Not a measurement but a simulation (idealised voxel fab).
The document below concerns the process module designated voxel quadruple lines.
Cross-section cut: width 200 nm, square cells of 5 nm.
In what follows, cross-sections appear as grids of square cells, described through bands that run from the top down, where every band is one or more rows of cells. Top height, bottom height, nm. Materials left to right, width each, nm. Single material + "edge to edge" = fills band edge to edge. "air" = empty. A quick word on heights: they are counted from 0, and under that level the wafer as it came to us is one material throughout. The lowest band is different from the rest in having no bottom; it simply continues downward, written as in "from 0 down". The width entry "30..40" should be interpreted row by row: the top row of cells in the band takes the first number, the bottom row takes the second number, and the change between adjacent rows is uniform throughout. Given "all unchanged" for a step, no cell of the cross-section differs between before and after that step. Each empty space that has no open way to the top and spans at least 8 cells appears under "Enclosed void list" as width x height at distance, the distance counted from the left edge, all in nm. If you see something after the settings on a step's line, that's the simulator's own remark about that step. overlay nm: for a step with a mask, the amount by which the mask lay right of where it was planned; a negative amount means left of it.

Steps planned for the process
step 1: RECEIVE (material Si)
step 2: CONFORMAL_DEP (material Al2O3; thk nm 10)
step 3: DIRECTIONAL_DEP (material TiN; thk nm 10)
step 4: DIRECTIONAL_DEP (material polySi; thk nm 15)
step 5: DIRECTIONAL_DEP (material aC; thk nm 20)
step 6: PATTERN (tone cover; mask id MANDREL; material resist; width nm 30; thk nm 30; overlay nm 0)
step 7: DIRECTIONAL_ETCH (etch materials aC; depth nm 20)
step 8: STRIP (etch materials resist)
step 9: CONFORMAL_DEP (material SiO2; thk nm 10)
step 10: DIRECTIONAL_ETCH (etch materials SiO2; depth nm 10)
step 11: STRIP (etch materials aC)
step 12: DIRECTIONAL_ETCH (etch materials polySi; depth nm 15)
step 13: STRIP (etch materials SiO2)
step 14: CONFORMAL_DEP (material SiCN; thk nm 10)
step 15: DIRECTIONAL_ETCH (etch materials SiCN; depth nm 10)
step 16: STRIP (etch materials polySi)
step 17: DIRECTIONAL_ETCH (etch materials TiN; depth nm 10)
step 18: STRIP (etch materials SiCN)

Cross-sectional view of the wafer in its as-received condition, corresponding to the state after step 1
	from 0 down = Si edge to edge
	Enclosed void list: none

Same starting wafer, same plan as above, one mistake in the execution; this is the cross-section at the end of the module
	from 25 to 10 = polySi edge to edge
	from 10 to 0 = Al2O3 edge to edge
	from 0 down = Si edge to edge
	Enclosed void list: none
Deviation from plan: so 3 and 4 got swapped relative to the plan, each ran where the other was supposed to
